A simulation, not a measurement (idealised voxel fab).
Name of the process module below: voxel capacitor over wiring
It is cross-section cut that appears here, measuring 150 nm in width, its square cells being 5 nm in size.
When this document writes out a cross-section, it uses a grid of square cells and lists it as bands, beginning at the top and moving down, with a band standing for one or more rows of cells.
Heights first: top, then bottom, in nm. Then materials, left to right, each with a width in nm. "full width" on a single material: fills the band edge to edge. "empty": empty space.
Heights from 0 (as-received wafer is one material below). Bottom band endless downward, as "top 0, no bottom".
With a width like "30 to 40", each row of cells in the band differs from the next by the same amount, the top row carrying the first number and the bottom row the second.
"identical to before" for a step: no cell of the cross-section changed in that step.
Reported under the label "Enclosed cavity list" are the empty spaces having no open way to the top and comprising 8 cells or more; the notation for each is width x height at distance, in which the distance is measured from the left edge and all three values are in nm.
If you see something after the settings on a step's line, that's the simulator's own remark about that step.
Steps that use a mask can have "overlay nm" on their line. It says how far the mask sat to the right of where it was meant to be. Negative means to the left.

Plan:
1,RECEIVE: material Si
2,CONFORMAL_DEP: material SiO2, thk nm 15
3,CONFORMAL_DEP: material SiCN, thk nm 5
4,DIRECTIONAL_DEP: material lowk, thk nm 20
5,DIRECTIONAL_DEP: material aC, thk nm 15
6,PATTERN: tone open, mask id METAL_1, material resist, width nm 20, pitch nm 90, thk nm 35, overlay nm 0
7,DIRECTIONAL_ETCH: etch materials aC, depth nm 15
8,STRIP: etch materials resist
9,DIRECTIONAL_ETCH: etch materials lowk, depth nm 20
10,DIRECTIONAL_ETCH: etch materials SiCN, depth nm 5
11,STRIP: etch materials aC
12,CONFORMAL_DEP: material TiN, thk nm 5
13,FILL_DEP: material Cu, thk nm 10
14,CMP: height nm 40
15,CONFORMAL_DEP: material SiCN, thk nm 5
16,DIRECTIONAL_DEP: material SiO2, thk nm 10
17,DIRECTIONAL_DEP: material aC, thk nm 10
18,PATTERN: tone open, mask id PLUG_1, material resist, width nm 15, thk nm 25, overlay nm 0
19,DIRECTIONAL_ETCH: etch materials aC, depth nm 10
20,STRIP: etch materials resist
21,DIRECTIONAL_ETCH: etch materials SiO2, depth nm 10
22,DIRECTIONAL_ETCH: etch materials SiCN, depth nm 5
23,STRIP: etch materials aC
24,EPI: material Ru, thk nm 10
25,EPI: material Ru, thk nm 5
26,DIRECTIONAL_DEP: material TiN, thk nm 10
27,DIRECTIONAL_DEP: material SiN, thk nm 5
28,DIRECTIONAL_DEP: material TiN, thk nm 10
29,MASKED_ETCH: tone cover, mask id UPPER_PLATE, width nm 75, etch materials TiN, depth nm 10, overlay nm 0
30,MASKED_ETCH: tone cover, mask id UPPER_PLATE, width nm 75, etch materials SiN, depth nm 5, overlay nm 0
31,MASKED_ETCH: tone cover, mask id LOWER_PLATE, width nm 85, etch materials TiN, depth nm 10, overlay nm 0
32,FILL_DEP: material SiO2, thk nm 15
33,CMP: height nm 90
34,MASKED_ETCH: tone open, mask id PLUG_2, width nm 15, etch materials SiO2, depth nm 10, overlay nm 0
35,CONFORMAL_DEP: material TiN, thk nm 5
36,FILL_DEP: material Cu, thk nm 10
37,CMP: height nm 90
38,CONFORMAL_DEP: material SiCN, thk nm 5

The first of the two wafers, which ran as planned:

This is the cross-section of the wafer as we received it, i.e. after step 1:
> top 0, no bottom: Si full width
> Enclosed cavity list: none

After step 2: wafer cross-section:
> top 15, bottom 0: SiO2 full width
> Under the height 0 nothing was changed.

After step 3: wafer cross-section:
> top 20, bottom 15: SiCN full width
> Under the height 15 nothing was changed.

After step 4: wafer cross-section:
> top 40, bottom 20: lowk full width
> Under the height 20 nothing was changed.

After step 5: wafer cross-section:
> top 55, bottom 40: aC full width
> Under the height 40 nothing was changed.

After step 6: wafer cross-section:
> top 90, bottom 55: 20 nm resist | 20 nm empty | 70 nm resist | 20 nm empty | 20 nm resist
> Under the height 55 nothing was changed.

After step 7: wafer cross-section:
> top 75, bottom 55: 20 nm resist | 20 nm empty | 70 nm resist | 20 nm empty | 20 nm resist
> top 55, bottom 40: 20 nm aC | 20 nm empty | 70 nm aC | 20 nm empty | 20 nm aC
> Under the height 40 nothing was changed.

After step 8: wafer cross-section:
> top 55, bottom 40: 20 nm aC | 20 nm empty | 70 nm aC | 20 nm empty | 20 nm aC
> Under the height 40 nothing was changed.

After step 9: wafer cross-section:
> top 55, bottom 40: 20 nm aC | 20 nm empty | 70 nm aC | 20 nm empty | 20 nm aC
> top 40, bottom 20: 20 nm lowk | 20 nm empty | 70 nm lowk | 20 nm empty | 20 nm lowk
> Under the height 20 nothing was changed.

After step 10: wafer cross-section:
> top 55, bottom 40: 20 nm aC | 20 nm empty | 70 nm aC | 20 nm empty | 20 nm aC
> top 40, bottom 20: 20 nm lowk | 20 nm empty | 70 nm lowk | 20 nm empty | 20 nm lowk
> top 20, bottom 15: 20 nm SiCN | 20 nm empty | 70 nm SiCN | 20 nm empty | 20 nm SiCN
> Under the height 15 nothing was changed.

After step 11: wafer cross-section:
> top 40, bottom 20: 20 nm lowk | 20 nm empty | 70 nm lowk | 20 nm empty | 20 nm lowk
> Under the height 20 nothing was changed.

After step 12: wafer cross-section:
> top 45, bottom 40: 25 nm TiN | 10 nm empty | 80 nm TiN | 10 nm empty | 25 nm TiN
> top 40, bottom 20: 20 nm lowk | 5 nm TiN | 10 nm empty | 5 nm TiN | 70 nm lowk | 5 nm TiN | 10 nm empty | 5 nm TiN | 20 nm lowk
> top 20, bottom 15: 20 nm SiCN | 20 nm TiN | 70 nm SiCN | 20 nm TiN | 20 nm SiCN
> Under the height 15 nothing was changed.

After step 13: wafer cross-section:
> top 55, bottom 45: Cu full width
> top 45, bottom 40: 25 nm TiN | 10 nm Cu | 80 nm TiN | 10 nm Cu | 25 nm TiN
> top 40, bottom 20: 20 nm lowk | 5 nm TiN | 10 nm Cu | 5 nm TiN | 70 nm lowk | 5 nm TiN | 10 nm Cu | 5 nm TiN | 20 nm lowk
> Under the height 20 nothing was changed.

After step 14: wafer cross-section:
> top 40, bottom 20: 20 nm lowk | 5 nm TiN | 10 nm Cu | 5 nm TiN | 70 nm lowk | 5 nm TiN | 10 nm Cu | 5 nm TiN | 20 nm lowk
> Under the height 20 nothing was changed.

After step 15: wafer cross-section:
> top 45, bottom 40: SiCN full width
> Under the height 40 nothing was changed.

After step 16: wafer cross-section:
> top 55, bottom 45: SiO2 full width
> Under the height 45 nothing was changed.

After step 17: wafer cross-section:
> top 65, bottom 55: aC full width
> Under the height 55 nothing was changed.

After step 18: wafer cross-section:
> top 90, bottom 65: 25 nm resist | 15 nm empty | 110 nm resist
> Under the height 65 nothing was changed.

After step 19: wafer cross-section:
> top 80, bottom 65: 25 nm resist | 15 nm empty | 110 nm resist
> top 65, bottom 55: 25 nm aC | 15 nm empty | 110 nm aC
> Under the height 55 nothing was changed.

After step 20: wafer cross-section:
> top 65, bottom 55: 25 nm aC | 15 nm empty | 110 nm aC
> Under the height 55 nothing was changed.

After step 21: wafer cross-section:
> top 65, bottom 55: 25 nm aC | 15 nm empty | 110 nm aC
> top 55, bottom 45: 25 nm SiO2 | 15 nm empty | 110 nm SiO2
> Under the height 45 nothing was changed.

After step 22: wafer cross-section:
> top 65, bottom 55: 25 nm aC | 15 nm empty | 110 nm aC
> top 55, bottom 45: 25 nm SiO2 | 15 nm empty | 110 nm SiO2
> top 45, bottom 40: 25 nm SiCN | 15 nm empty | 110 nm SiCN
> Under the height 40 nothing was changed.

After step 23: wafer cross-section:
> top 55, bottom 45: 25 nm SiO2 | 15 nm empty | 110 nm SiO2
> Under the height 45 nothing was changed.

After step 24: wafer cross-section:
> top 55, bottom 50: 25 nm SiO2 | 15 nm empty | 110 nm SiO2
> top 50, bottom 45: 25 nm SiO2 | 15 nm Ru | 110 nm SiO2
> top 45, bottom 40: 25 nm SiCN | 15 nm Ru | 110 nm SiCN
> Under the height 40 nothing was changed.

After step 25: wafer cross-section:
> top 55, bottom 45: 25 nm SiO2 | 15 nm Ru | 110 nm SiO2
> Under the height 45 nothing was changed.

After step 26: wafer cross-section:
> top 65, bottom 55: TiN full width
> Under the height 55 nothing was changed.

After step 27: wafer cross-section:
> top 70, bottom 65: SiN full width
> Under the height 65 nothing was changed.

After step 28: wafer cross-section:
> top 80, bottom 70: TiN full width
> Under the height 70 nothing was changed.

After step 29: wafer cross-section:
> top 80, bottom 70: 25 nm empty | 75 nm TiN | 50 nm empty
> Under the height 70 nothing was changed.

After step 30: wafer cross-section:
> top 80, bottom 70: 25 nm empty | 75 nm TiN | 50 nm empty
> top 70, bottom 65: 25 nm empty | 75 nm SiN | 50 nm empty
> Under the height 65 nothing was changed.

After step 31: wafer cross-section:
> top 80, bottom 70: 25 nm empty | 75 nm TiN | 50 nm empty
> top 70, bottom 65: 25 nm empty | 75 nm SiN | 50 nm empty
> top 65, bottom 55: 20 nm empty | 85 nm TiN | 45 nm empty
> Under the height 55 nothing was changed.

After step 32: wafer cross-section:
> top 95, bottom 80: SiO2 full width
> top 80, bottom 70: 25 nm SiO2 | 75 nm TiN | 50 nm SiO2
> top 70, bottom 65: 25 nm SiO2 | 75 nm SiN | 50 nm SiO2
> top 65, bottom 55: 20 nm SiO2 | 85 nm TiN | 45 nm SiO2
> Under the height 55 nothing was changed.

After step 33: wafer cross-section:
> top 90, bottom 80: SiO2 full width
> Under the height 80 nothing was changed.

After step 34: wafer cross-section:
> top 90, bottom 80: 35 nm SiO2 | 15 nm empty | 100 nm SiO2
> Under the height 80 nothing was changed.

After step 35: wafer cross-section:
> top 95, bottom 90: 40 nm TiN | 5 nm empty | 105 nm TiN
> top 90, bottom 85: 35 nm SiO2 | 5 nm TiN | 5 nm empty | 5 nm TiN | 100 nm SiO2
> top 85, bottom 80: 35 nm SiO2 | 15 nm TiN | 100 nm SiO2
> Under the height 80 nothing was changed.

After step 36: wafer cross-section:
> top 105, bottom 95: Cu full width
> top 95, bottom 90: 40 nm TiN | 5 nm Cu | 105 nm TiN
> top 90, bottom 85: 35 nm SiO2 | 5 nm TiN | 5 nm Cu | 5 nm TiN | 100 nm SiO2
> Under the height 85 nothing was changed.

After step 37: wafer cross-section:
> top 90, bottom 85: 35 nm SiO2 | 5 nm TiN | 5 nm Cu | 5 nm TiN | 100 nm SiO2
> Under the height 85 nothing was changed.

After step 38: wafer cross-section:
> top 95, bottom 90: SiCN full width
> Under the height 90 nothing was changed.

Wafer two. Identical start, identical plan. One mistake in execution. Identical history through step 3:

Cross-section, second wafer, at the end time the plan gives for step 4:
> top 30, bottom 20: lowk full width
> Under the height 20 nothing was changed.

Cross-section, second wafer, at the end time the plan gives for step 5:
> top 45, bottom 30: aC full width
> Under the height 30 nothing was changed.

Cross-section, second wafer, at the end time the plan gives for step 6:
> top 80, bottom 45: 20 nm resist | 20 nm empty | 70 nm resist | 20 nm empty | 20 nm resist
> Under the height 45 nothing was changed.

Cross-section, second wafer, at the end time the plan gives for step 7:
> top 65, bottom 45: 20 nm resist | 20 nm empty | 70 nm resist | 20 nm empty | 20 nm resist
> top 45, bottom 30: 20 nm aC | 20 nm empty | 70 nm aC | 20 nm empty | 20 nm aC
> Under the height 30 nothing was changed.

Cross-section, second wafer, at the end time the plan gives for step 8:
> top 45, bottom 30: 20 nm aC | 20 nm empty | 70 nm aC | 20 nm empty | 20 nm aC
> Under the height 30 nothing was changed.

Cross-section, second wafer, at the end time the plan gives for step 9:
> top 45, bottom 30: 20 nm aC | 20 nm empty | 70 nm aC | 20 nm empty | 20 nm aC
> top 30, bottom 20: 20 nm lowk | 20 nm empty | 70 nm lowk | 20 nm empty | 20 nm lowk
> Under the height 20 nothing was changed.

Cross-section, second wafer, at the end time the plan gives for step 10:
> top 45, bottom 30: 20 nm aC | 20 nm empty | 70 nm aC | 20 nm empty | 20 nm aC
> top 30, bottom 20: 20 nm lowk | 20 nm empty | 70 nm lowk | 20 nm empty | 20 nm lowk
> top 20, bottom 15: 20 nm SiCN | 20 nm empty | 70 nm SiCN | 20 nm empty | 20 nm SiCN
> Under the height 15 nothing was changed.

Cross-section, second wafer, at the end time the plan gives for step 11:
> top 30, bottom 20: 20 nm lowk | 20 nm empty | 70 nm lowk | 20 nm empty | 20 nm lowk
> Under the height 20 nothing was changed.

Cross-section, second wafer, at the end time the plan gives for step 12:
> top 35, bottom 30: 25 nm TiN | 10 nm empty | 80 nm TiN | 10 nm empty | 25 nm TiN
> top 30, bottom 20: 20 nm lowk | 5 nm TiN | 10 nm empty | 5 nm TiN | 70 nm lowk | 5 nm TiN | 10 nm empty | 5 nm TiN | 20 nm lowk
> top 20, bottom 15: 20 nm SiCN | 20 nm TiN | 70 nm SiCN | 20 nm TiN | 20 nm SiCN
> Under the height 15 nothing was changed.

Cross-section, second wafer, at the end time the plan gives for step 13:
> top 45, bottom 35: Cu full width
> top 35, bottom 30: 25 nm TiN | 10 nm Cu | 80 nm TiN | 10 nm Cu | 25 nm TiN
> top 30, bottom 20: 20 nm lowk | 5 nm TiN | 10 nm Cu | 5 nm TiN | 70 nm lowk | 5 nm TiN | 10 nm Cu | 5 nm TiN | 20 nm lowk
> Under the height 20 nothing was changed.

Cross-section, second wafer, at the end time the plan gives for step 14:
> top 40, bottom 35: Cu full width
> Under the height 35 nothing was changed.

Cross-section, second wafer, at the end time the plan gives for step 15:
> top 45, bottom 40: SiCN full width
> Under the height 40 nothing was changed.

Cross-section, second wafer, at the end time the plan gives for step 16:
> top 55, bottom 45: SiO2 full width
> Under the height 45 nothing was changed.

Cross-section, second wafer, at the end time the plan gives for step 17:
> top 65, bottom 55: aC full width
> Under the height 55 nothing was changed.

Cross-section, second wafer, at the end time the plan gives for step 18:
> top 90, bottom 65: 25 nm resist | 15 nm empty | 110 nm resist
> Under the height 65 nothing was changed.

Cross-section, second wafer, at the end time the plan gives for step 19:
> top 80, bottom 65: 25 nm resist | 15 nm empty | 110 nm resist
> top 65, bottom 55: 25 nm aC | 15 nm empty | 110 nm aC
> Under the height 55 nothing was changed.

Cross-section, second wafer, at the end time the plan gives for step 20:
> top 65, bottom 55: 25 nm aC | 15 nm empty | 110 nm aC
> Under the height 55 nothing was changed.

Cross-section, second wafer, at the end time the plan gives for step 21:
> top 65, bottom 55: 25 nm aC | 15 nm empty | 110 nm aC
> top 55, bottom 45: 25 nm SiO2 | 15 nm empty | 110 nm SiO2
> Under the height 45 nothing was changed.

Cross-section, second wafer, at the end time the plan gives for step 22:
> top 65, bottom 55: 25 nm aC | 15 nm empty | 110 nm aC
> top 55, bottom 45: 25 nm SiO2 | 15 nm empty | 110 nm SiO2
> top 45, bottom 40: 25 nm SiCN | 15 nm empty | 110 nm SiCN
> Under the height 40 nothing was changed.

Cross-section, second wafer, at the end time the plan gives for step 23:
> top 55, bottom 45: 25 nm SiO2 | 15 nm empty | 110 nm SiO2
> Under the height 45 nothing was changed.

Cross-section, second wafer, at the end time the plan gives for step 24:
> top 55, bottom 50: 25 nm SiO2 | 15 nm empty | 110 nm SiO2
> top 50, bottom 45: 25 nm SiO2 | 15 nm Ru | 110 nm SiO2
> top 45, bottom 40: 25 nm SiCN | 15 nm Ru | 110 nm SiCN
> Under the height 40 nothing was changed.

Cross-section, second wafer, at the end time the plan gives for step 25:
> top 55, bottom 45: 25 nm SiO2 | 15 nm Ru | 110 nm SiO2
> Under the height 45 nothing was changed.

Cross-section, second wafer, at the end time the plan gives for step 26:
> top 65, bottom 55: TiN full width
> Under the height 55 nothing was changed.

Cross-section, second wafer, at the end time the plan gives for step 27:
> top 70, bottom 65: SiN full width
> Under the height 65 nothing was changed.

Cross-section, second wafer, at the end time the plan gives for step 28:
> top 80, bottom 70: TiN full width
> Under the height 70 nothing was changed.

Cross-section, second wafer, at the end time the plan gives for step 29:
> top 80, bottom 70: 25 nm empty | 75 nm TiN | 50 nm empty
> Under the height 70 nothing was changed.

Cross-section, second wafer, at the end time the plan gives for step 30:
> top 80, bottom 70: 25 nm empty | 75 nm TiN | 50 nm empty
> top 70, bottom 65: 25 nm empty | 75 nm SiN | 50 nm empty
> Under the height 65 nothing was changed.

Cross-section, second wafer, at the end time the plan gives for step 31:
> top 80, bottom 70: 25 nm empty | 75 nm TiN | 50 nm empty
> top 70, bottom 65: 25 nm empty | 75 nm SiN | 50 nm empty
> top 65, bottom 55: 20 nm empty | 85 nm TiN | 45 nm empty
> Under the height 55 nothing was changed.

Cross-section, second wafer, at the end time the plan gives for step 32:
> top 95, bottom 80: SiO2 full width
> top 80, bottom 70: 25 nm SiO2 | 75 nm TiN | 50 nm SiO2
> top 70, bottom 65: 25 nm SiO2 | 75 nm SiN | 50 nm SiO2
> top 65, bottom 55: 20 nm SiO2 | 85 nm TiN | 45 nm SiO2
> Under the height 55 nothing was changed.

Cross-section, second wafer, at the end time the plan gives for step 33:
> top 90, bottom 80: SiO2 full width
> Under the height 80 nothing was changed.

Cross-section, second wafer, at the end time the plan gives for step 34:
> top 90, bottom 80: 35 nm SiO2 | 15 nm empty | 100 nm SiO2
> Under the height 80 nothing was changed.

Cross-section, second wafer, at the end time the plan gives for step 35:
> top 95, bottom 90: 40 nm TiN | 5 nm empty | 105 nm TiN
> top 90, bottom 85: 35 nm SiO2 | 5 nm TiN | 5 nm empty | 5 nm TiN | 100 nm SiO2
> top 85, bottom 80: 35 nm SiO2 | 15 nm TiN | 100 nm SiO2
> Under the height 80 nothing was changed.

Cross-section, second wafer, at the end time the plan gives for step 36:
> top 105, bottom 95: Cu full width
> top 95, bottom 90: 40 nm TiN | 5 nm Cu | 105 nm TiN
> top 90, bottom 85: 35 nm SiO2 | 5 nm TiN | 5 nm Cu | 5 nm TiN | 100 nm SiO2
> Under the height 85 nothing was changed.

Cross-section, second wafer, at the end time the plan gives for step 37:
> top 90, bottom 85: 35 nm SiO2 | 5 nm TiN | 5 nm Cu | 5 nm TiN | 100 nm SiO2
> Under the height 85 nothing was changed.

Cross-section, second wafer, at the end time the plan gives for step 38:
> top 95, bottom 90: SiCN full width
> Under the height 90 nothing was changed.
Run error: step 4 did not happen as planned, as run it was DIRECTIONAL_DEP: material lowk, thk nm 10
Looking at both finished wafers in cells, the second ends up ahead of or behind the first on some materials: Cu: 26 more; TiN: 18 more; lowk: 44 fewer
